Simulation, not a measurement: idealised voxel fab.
process module | voxel ribs on slabs
cross-section cut | 190 nm wide | cells 5 nm
A cross-section is a grid of square cells, given in bands from the top down. A band is one or more rows of cells.
Each band's line starts with the height of the band's top and of its bottom, in nm. Then come its materials from left to right, each with its width in nm. One material with "throughout" fills the band from edge to edge. "air" is empty space.
Height 0 is the level under which the wafer as received is all one material. The lowest band goes on downwards, as in "0 down".
A width such as "30 to 40" changes by the same amount from each row of cells to the next, from the band's top row to its bottom row.
"no change" after a step means that no cell of the cross-section changed.
closed voids: empty space of 8 cells or more with no open way to the top, each as width x height at its distance from the left edge, in nm
after a step's settings: what the simulator itself notes on the step
overlay nm, on a step with a mask: how far to the right of its planned place the mask lay; to the left if negative
Each pair below shows a cross-section before one step and the cross-section after it, down to the lowest band that changed. The line under each pair gives the step between them, with its settings. The pairs can come from different runs of this module on the same starting wafer, so a pair continues from the pair above only where its "before" says so.
before
  0 down: Si throughout
  closed voids: none
after
  20 to 0: SiO2 throughout
  below 0: unchanged
  closed voids: none
the step between: op DIRECTIONAL_DEP | material SiO2 | thk nm 20
before: the cross-section after the pair above
after
  45 to 20: polySi throughout
  below 20: unchanged
  closed voids: none
the step between: op DIRECTIONAL_DEP | material polySi | thk nm 25
before: the cross-section after the pair above
after
  55 to 45: aC throughout
  below 45: unchanged
  closed voids: none
the step between: op DIRECTIONAL_DEP | material aC | thk nm 10
before: the cross-section after the pair above
after
  80 to 55: air 80 | resist 25 | air 85
  below 55: unchanged
  closed voids: none
the step between: op PATTERN | tone cover | mask id RIB | material resist | width nm 25 | thk nm 25 | overlay nm 0
before: the cross-section after the pair above
after
  70 to 55: air 80 | resist 25 | air 85
  55 to 45: air 80 | aC 25 | air 85
  below 45: unchanged
  closed voids: none
the step between: op DIRECTIONAL_ETCH | etch materials aC | depth nm 10
before: the cross-section after the pair above
after
  55 to 45: air 80 | aC 25 | air 85
  below 45: unchanged
  closed voids: none
the step between: op STRIP | etch materials resist
before: the cross-section after the pair above
after
  55 to 45: air 80 | aC 25 | air 85
  45 to 35: air 80 | polySi 25 | air 85
  below 35: unchanged
  closed voids: none
the step between: op DIRECTIONAL_ETCH | etch materials polySi | depth nm 10
before: the cross-section after the pair above
after
  45 to 35: air 80 | polySi 25 | air 85
  below 35: unchanged
  closed voids: none
the step between: op STRIP | etch materials aC
before: the cross-section after the pair above
after
  65 to 45: air 55 | resist 75 | air 60
  45 to 35: air 55 | resist 25 | polySi 25 | resist 25 | air 60
  below 35: unchanged
  closed voids: none
the step between: op PATTERN | tone cover | mask id SLAB | material resist | width nm 75 | thk nm 20 | overlay nm 0
before: the cross-section after the pair above
after
  65 to 45: air 55 | resist 75 | air 60
  45 to 35: air 55 | resist 25 | polySi 25 | resist 25 | air 60
  35 to 20: air 55 | polySi 75 | air 60
  below 20: unchanged
  closed voids: none
the step between: op DIRECTIONAL_ETCH | etch materials polySi | depth nm 15
before: the cross-section after the pair above
after
  45 to 35: air 80 | polySi 25 | air 85
  below 35: unchanged
  closed voids: none
the step between: op STRIP | etch materials resist
before: the cross-section after the pair above
after
  70 to 45: SiO2 throughout
  45 to 35: SiO2 80 | polySi 25 | SiO2 85
  35 to 20: SiO2 55 | polySi 75 | SiO2 60
  below 20: unchanged
  closed voids: none
the step between: op FILL_DEP | material SiO2 | thk nm 25
before: the cross-section after the pair above
after
  65 to 45: SiO2 throughout
  below 45: unchanged
  closed voids: none
the step between: op CMP | height nm 65
before: the cross-section after the pair above
after
  70 to 65: W throughout
  below 65: unchanged
  closed voids: none
the step between: op DIRECTIONAL_DEP | material W | thk nm 5
before: the cross-section after the pair above
after
  70 to 65: air 75 | W 35 | air 80
  below 65: unchanged
  closed voids: none
the step between: op MASKED_ETCH | tone cover | mask id HEATER | width nm 35 | etch materials W | depth nm 5 | overlay nm 0
before: the cross-section after the pair above
after
  75 to 70: air 70 | SiN 45 | air 75
  70 to 65: SiN 75 | W 35 | SiN 80
  below 65: unchanged
  closed voids: none
the step between: op CONFORMAL_DEP | material SiN | thk nm 5
before
  45 to 20: polySi throughout
  20 to 0: SiO2 throughout
  0 down: Si throughout
  closed voids: none
after
  70 to 20: polySi throughout
  below 20: unchanged
  closed voids: none
the step between: op DIRECTIONAL_DEP | material polySi | thk nm 25
before: the cross-section after the pair above
after
  80 to 70: aC throughout
  below 70: unchanged
  closed voids: none
the step between: op DIRECTIONAL_DEP | material aC | thk nm 10
before: the cross-section after the pair above
after
  105 to 80: air 80 | resist 25 | air 85
  below 80: unchanged
  closed voids: none
the step between: op PATTERN | tone cover | mask id RIB | material resist | width nm 25 | thk nm 25 | overlay nm 0
before: the cross-section after the pair above
after
  95 to 80: air 80 | resist 25 | air 85
  80 to 70: air 80 | aC 25 | air 85
  below 70: unchanged
  closed voids: none
the step between: op DIRECTIONAL_ETCH | etch materials aC | depth nm 10
before: the cross-section after the pair above
after
  80 to 70: air 80 | aC 25 | air 85
  below 70: unchanged
  closed voids: none
the step between: op STRIP | etch materials resist
before: the cross-section after the pair above
after
  80 to 70: air 80 | aC 25 | air 85
  70 to 60: air 80 | polySi 25 | air 85
  below 60: unchanged
  closed voids: none
the step between: op DIRECTIONAL_ETCH | etch materials polySi | depth nm 10
before: the cross-section after the pair above
after
  70 to 60: air 80 | polySi 25 | air 85
  below 60: unchanged
  closed voids: none
the step between: op STRIP | etch materials aC
before: the cross-section after the pair above
after
  90 to 70: air 55 | resist 75 | air 60
  70 to 60: air 55 | resist 25 | polySi 25 | resist 25 | air 60
  below 60: unchanged
  closed voids: none
the step between: op PATTERN | tone cover | mask id SLAB | material resist | width nm 75 | thk nm 20 | overlay nm 0
before: the cross-section after the pair above
after
  90 to 70: air 55 | resist 75 | air 60
  70 to 60: air 55 | resist 25 | polySi 25 | resist 25 | air 60
  60 to 45: air 55 | polySi 75 | air 60
  below 45: unchanged
  closed voids: none
the step between: op DIRECTIONAL_ETCH | etch materials polySi | depth nm 15
before: the cross-section after the pair above
after
  70 to 60: air 80 | polySi 25 | air 85
  below 60: unchanged
  closed voids: none
the step between: op STRIP | etch materials resist
before: the cross-section after the pair above
after
  95 to 70: SiO2 throughout
  70 to 60: SiO2 80 | polySi 25 | SiO2 85
  60 to 45: SiO2 55 | polySi 75 | SiO2 60
  below 45: unchanged
  closed voids: none
the step between: op FILL_DEP | material SiO2 | thk nm 25
before: the cross-section after the pair above
after
  65 to 60: SiO2 80 | polySi 25 | SiO2 85
  below 60: unchanged
  closed voids: none
the step between: op CMP | height nm 65
before: the cross-section after the pair above
after
  70 to 65: W throughout
  below 65: unchanged
  closed voids: none
the step between: op DIRECTIONAL_DEP | material W | thk nm 5
before: the cross-section after the pair above
after
  70 to 65: air 75 | W 35 | air 80
  below 65: unchanged
  closed voids: none
the step between: op MASKED_ETCH | tone cover | mask id HEATER | width nm 35 | etch materials W | depth nm 5 | overlay nm 0
before: the cross-section after the pair above
after
  75 to 70: air 70 | SiN 45 | air 75
  70 to 65: SiN 75 | W 35 | SiN 80
  below 65: unchanged
  closed voids: none
the step between: op CONFORMAL_DEP | material SiN | thk nm 5
before
  0 down: Si throughout
  closed voids: none
after
  25 to 0: polySi throughout
  below 0: unchanged
  closed voids: none
the step between: op DIRECTIONAL_DEP | material polySi | thk nm 25
before: the cross-section after the pair above
after
  45 to 25: SiO2 throughout
  below 25: unchanged
  closed voids: none
the step between: op DIRECTIONAL_DEP | material SiO2 | thk nm 20
before: the cross-section after the pair above
after
  55 to 45: aC throughout
  below 45: unchanged
  closed voids: none
the step between: op DIRECTIONAL_DEP | material aC | thk nm 10
before: the cross-section after the pair above
after
  80 to 55: air 80 | resist 25 | air 85
  below 55: unchanged
  closed voids: none
the step between: op PATTERN | tone cover | mask id RIB | material resist | width nm 25 | thk nm 25 | overlay nm 0
before: the cross-section after the pair above
after
  70 to 55: air 80 | resist 25 | air 85
  55 to 45: air 80 | aC 25 | air 85
  below 45: unchanged
  closed voids: none
the step between: op DIRECTIONAL_ETCH | etch materials aC | depth nm 10
before: the cross-section after the pair above
after
  55 to 45: air 80 | aC 25 | air 85
  below 45: unchanged
  closed voids: none
the step between: op STRIP | etch materials resist
before: the cross-section after the pair above
after
  45 to 25: SiO2 throughout
  below 25: unchanged
  closed voids: none
the step between: op STRIP | etch materials aC
before: the cross-section after the pair above
after
  65 to 45: air 55 | resist 75 | air 60
  below 45: unchanged
  closed voids: none
the step between: op PATTERN | tone cover | mask id SLAB | material resist | width nm 75 | thk nm 20 | overlay nm 0
before: the cross-section after the pair above
after
  45 to 25: SiO2 throughout
  below 25: unchanged
  closed voids: none
the step between: op STRIP | etch materials resist
before: the cross-section after the pair above
after
  70 to 25: SiO2 throughout
  below 25: unchanged
  closed voids: none
the step between: op FILL_DEP | material SiO2 | thk nm 25
before: the cross-section after the pair above
after
  65 to 25: SiO2 throughout
  below 25: unchanged
  closed voids: none
the step between: op CMP | height nm 65
before: the cross-section after the pair above
after
  70 to 65: W throughout
  below 65: unchanged
  closed voids: none
the step between: op DIRECTIONAL_DEP | material W | thk nm 5
before: the cross-section after the pair above
after
  70 to 65: air 75 | W 35 | air 80
  below 65: unchanged
  closed voids: none
the step between: op MASKED_ETCH | tone cover | mask id HEATER | width nm 35 | etch materials W | depth nm 5 | overlay nm 0
before: the cross-section after the pair above
after
  75 to 70: air 70 | SiN 45 | air 75
  70 to 65: SiN 75 | W 35 | SiN 80
  below 65: unchanged
  closed voids: none
the step between: op CONFORMAL_DEP | material SiN | thk nm 5
before
  20 to 0: SiO2 throughout
  0 down: Si throughout
  closed voids: none
after
  50 to 20: polySi throughout
  below 20: unchanged
  closed voids: none
the step between: op DIRECTIONAL_DEP | material polySi | thk nm 30
before: the cross-section after the pair above
after
  60 to 50: aC throughout
  below 50: unchanged
  closed voids: none
the step between: op DIRECTIONAL_DEP | material aC | thk nm 10
before: the cross-section after the pair above
after
  85 to 60: air 80 | resist 25 | air 85
  below 60: unchanged
  closed voids: none
the step between: op PATTERN | tone cover | mask id RIB | material resist | width nm 25 | thk nm 25 | overlay nm 0
before: the cross-section after the pair above
after
  75 to 60: air 80 | resist 25 | air 85
  60 to 50: air 80 | aC 25 | air 85
  below 50: unchanged
  closed voids: none
the step between: op DIRECTIONAL_ETCH | etch materials aC | depth nm 10
before: the cross-section after the pair above
after
  60 to 50: air 80 | aC 25 | air 85
  below 50: unchanged
  closed voids: none
the step between: op STRIP | etch materials resist
before: the cross-section after the pair above
after
  60 to 50: air 80 | aC 25 | air 85
  50 to 40: air 80 | polySi 25 | air 85
  below 40: unchanged
  closed voids: none
the step between: op DIRECTIONAL_ETCH | etch materials polySi | depth nm 10
before: the cross-section after the pair above
after
  50 to 40: air 80 | polySi 25 | air 85
  below 40: unchanged
  closed voids: none
the step between: op STRIP | etch materials aC
before: the cross-section after the pair above
after
  70 to 50: air 55 | resist 75 | air 60
  50 to 40: air 55 | resist 25 | polySi 25 | resist 25 | air 60
  below 40: unchanged
  closed voids: none
the step between: op PATTERN | tone cover | mask id SLAB | material resist | width nm 75 | thk nm 20 | overlay nm 0
before: the cross-section after the pair above
after
  70 to 50: air 55 | resist 75 | air 60
  50 to 40: air 55 | resist 25 | polySi 25 | resist 25 | air 60
  40 to 25: air 55 | polySi 75 | air 60
  below 25: unchanged
  closed voids: none
the step between: op DIRECTIONAL_ETCH | etch materials polySi | depth nm 15
before: the cross-section after the pair above
after
  50 to 40: air 80 | polySi 25 | air 85
  below 40: unchanged
  closed voids: none
the step between: op STRIP | etch materials resist
before: the cross-section after the pair above
after
  75 to 50: SiO2 throughout
  50 to 40: SiO2 80 | polySi 25 | SiO2 85
  40 to 25: SiO2 55 | polySi 75 | SiO2 60
  below 25: unchanged
  closed voids: none
the step between: op FILL_DEP | material SiO2 | thk nm 25
before: the cross-section after the pair above
after
  65 to 50: SiO2 throughout
  below 50: unchanged
  closed voids: none
the step between: op CMP | height nm 65
before: the cross-section after the pair above
after
  70 to 65: W throughout
  below 65: unchanged
  closed voids: none
the step between: op DIRECTIONAL_DEP | material W | thk nm 5
before: the cross-section after the pair above
after
  70 to 65: air 75 | W 35 | air 80
  below 65: unchanged
  closed voids: none
the step between: op MASKED_ETCH | tone cover | mask id HEATER | width nm 35 | etch materials W | depth nm 5 | overlay nm 0
before: the cross-section after the pair above
after
  75 to 70: air 70 | SiN 45 | air 75
  70 to 65: SiN 75 | W 35 | SiN 80
  below 65: unchanged
  closed voids: none
the step between: op CONFORMAL_DEP | material SiN | thk nm 5
before
  45 to 35: air 80 | polySi 25 | air 85
  35 to 20: polySi throughout
  20 to 0: SiO2 throughout
  0 down: Si throughout
  closed voids: none
after
  65 to 45: air 55 | resist 80 | air 55
  45 to 35: air 55 | resist 25 | polySi 25 | resist 30 | air 55
  below 35: unchanged
  closed voids: none
the step between: op PATTERN | tone cover | mask id SLAB | material resist | width nm 80 | thk nm 20 | overlay nm 0
before: the cross-section after the pair above
after
  65 to 45: air 55 | resist 80 | air 55
  45 to 35: air 55 | resist 25 | polySi 25 | resist 30 | air 55
  35 to 20: air 55 | polySi 80 | air 55
  below 20: unchanged
  closed voids: none
the step between: op DIRECTIONAL_ETCH | etch materials polySi | depth nm 15
before: the cross-section after the pair above
after
  45 to 35: air 80 | polySi 25 | air 85
  below 35: unchanged
  closed voids: none
the step between: op STRIP | etch materials resist
before: the cross-section after the pair above
after
  70 to 45: SiO2 throughout
  45 to 35: SiO2 80 | polySi 25 | SiO2 85
  35 to 20: SiO2 55 | polySi 80 | SiO2 55
  below 20: unchanged
  closed voids: none
the step between: op FILL_DEP | material SiO2 | thk nm 25
before: the cross-section after the pair above
after
  65 to 45: SiO2 throughout
  below 45: unchanged
  closed voids: none
the step between: op CMP | height nm 65
before: the cross-section after the pair above
after
  70 to 65: W throughout
  below 65: unchanged
  closed voids: none
the step between: op DIRECTIONAL_DEP | material W | thk nm 5
before: the cross-section after the pair above
after
  70 to 65: air 75 | W 35 | air 80
  below 65: unchanged
  closed voids: none
the step between: op MASKED_ETCH | tone cover | mask id HEATER | width nm 35 | etch materials W | depth nm 5 | overlay nm 0
before: the cross-section after the pair above
after
  75 to 70: air 70 | SiN 45 | air 75
  70 to 65: SiN 75 | W 35 | SiN 80
  below 65: unchanged
  closed voids: none
the step between: op CONFORMAL_DEP | material SiN | thk nm 5
before
  45 to 35: air 80 | polySi 25 | air 85
  35 to 20: polySi throughout
  20 to 0: SiO2 throughout
  0 down: Si throughout
  closed voids: none
after
  65 to 45: air 60 | resist 75 | air 55
  45 to 35: air 60 | resist 20 | polySi 25 | resist 30 | air 55
  below 35: unchanged
  closed voids: none
the step between: op PATTERN | tone cover | mask id SLAB | material resist | width nm 75 | thk nm 20 | overlay nm 5
before: the cross-section after the pair above
after
  65 to 45: air 60 | resist 75 | air 55
  45 to 35: air 60 | resist 20 | polySi 25 | resist 30 | air 55
  35 to 20: air 60 | polySi 75 | air 55
  below 20: unchanged
  closed voids: none
the step between: op DIRECTIONAL_ETCH | etch materials polySi | depth nm 15
before: the cross-section after the pair above
after
  45 to 35: air 80 | polySi 25 | air 85
  below 35: unchanged
  closed voids: none
the step between: op STRIP | etch materials resist
before: the cross-section after the pair above
after
  70 to 45: SiO2 throughout
  45 to 35: SiO2 80 | polySi 25 | SiO2 85
  35 to 20: SiO2 60 | polySi 75 | SiO2 55
  below 20: unchanged
  closed voids: none
the step between: op FILL_DEP | material SiO2 | thk nm 25
before: the cross-section after the pair above
after
  65 to 45: SiO2 throughout
  below 45: unchanged
  closed voids: none
the step between: op CMP | height nm 65
before: the cross-section after the pair above
after
  70 to 65: W throughout
  below 65: unchanged
  closed voids: none
the step between: op DIRECTIONAL_DEP | material W | thk nm 5
before: the cross-section after the pair above
after
  70 to 65: air 75 | W 35 | air 80
  below 65: unchanged
  closed voids: none
the step between: op MASKED_ETCH | tone cover | mask id HEATER | width nm 35 | etch materials W | depth nm 5 | overlay nm 0
before: the cross-section after the pair above
after
  75 to 70: air 70 | SiN 45 | air 75
  70 to 65: SiN 75 | W 35 | SiN 80
  below 65: unchanged
  closed voids: none
the step between: op CONFORMAL_DEP | material SiN | thk nm 5
before
  45 to 35: air 80 | polySi 25 | air 85
  35 to 20: air 55 | polySi 75 | air 60
  20 to 0: SiO2 throughout
  0 down: Si throughout
  closed voids: none
after
  70 to 45: W throughout
  45 to 35: W 80 | polySi 25 | W 85
  35 to 20: W 55 | polySi 75 | W 60
  below 20: unchanged
  closed voids: none
the step between: op FILL_DEP | material W | thk nm 25
before: the cross-section after the pair above
after
  65 to 45: W throughout
  below 45: unchanged
  closed voids: none
the step between: op CMP | height nm 65
before: the cross-section after the pair above
after
  70 to 45: W throughout
  below 45: unchanged
  closed voids: none
the step between: op DIRECTIONAL_DEP | material W | thk nm 5
before: the cross-section after the pair above
after
  70 to 65: air 75 | W 35 | air 80
  below 65: unchanged
  closed voids: none
the step between: op MASKED_ETCH | tone cover | mask id HEATER | width nm 35 | etch materials W | depth nm 5 | overlay nm 0
before: the cross-section after the pair above
after
  75 to 70: air 70 | SiN 45 | air 75
  70 to 65: SiN 75 | W 35 | SiN 80
  below 65: unchanged
  closed voids: none
the step between: op CONFORMAL_DEP | material SiN | thk nm 5
before
  70 to 65: W throughout
  65 to 45: SiO2 throughout
  45 to 35: SiO2 80 | polySi 25 | SiO2 85
  35 to 20: SiO2 55 | polySi 75 | SiO2 60
  20 to 0: SiO2 throughout
  0 down: Si throughout
  closed voids: none
after
  70 to 65: W 75 | air 35 | W 80
  below 65: unchanged
  closed voids: none
the step between: op MASKED_ETCH | tone open | mask id HEATER | width nm 35 | etch materials W | depth nm 5 | overlay nm 0
before: the cross-section after the pair above
after
  75 to 70: SiN 80 | air 25 | SiN 85
  70 to 65: W 75 | SiN 35 | W 80
  below 65: unchanged
  closed voids: none
the step between: op CONFORMAL_DEP | material SiN | thk nm 5
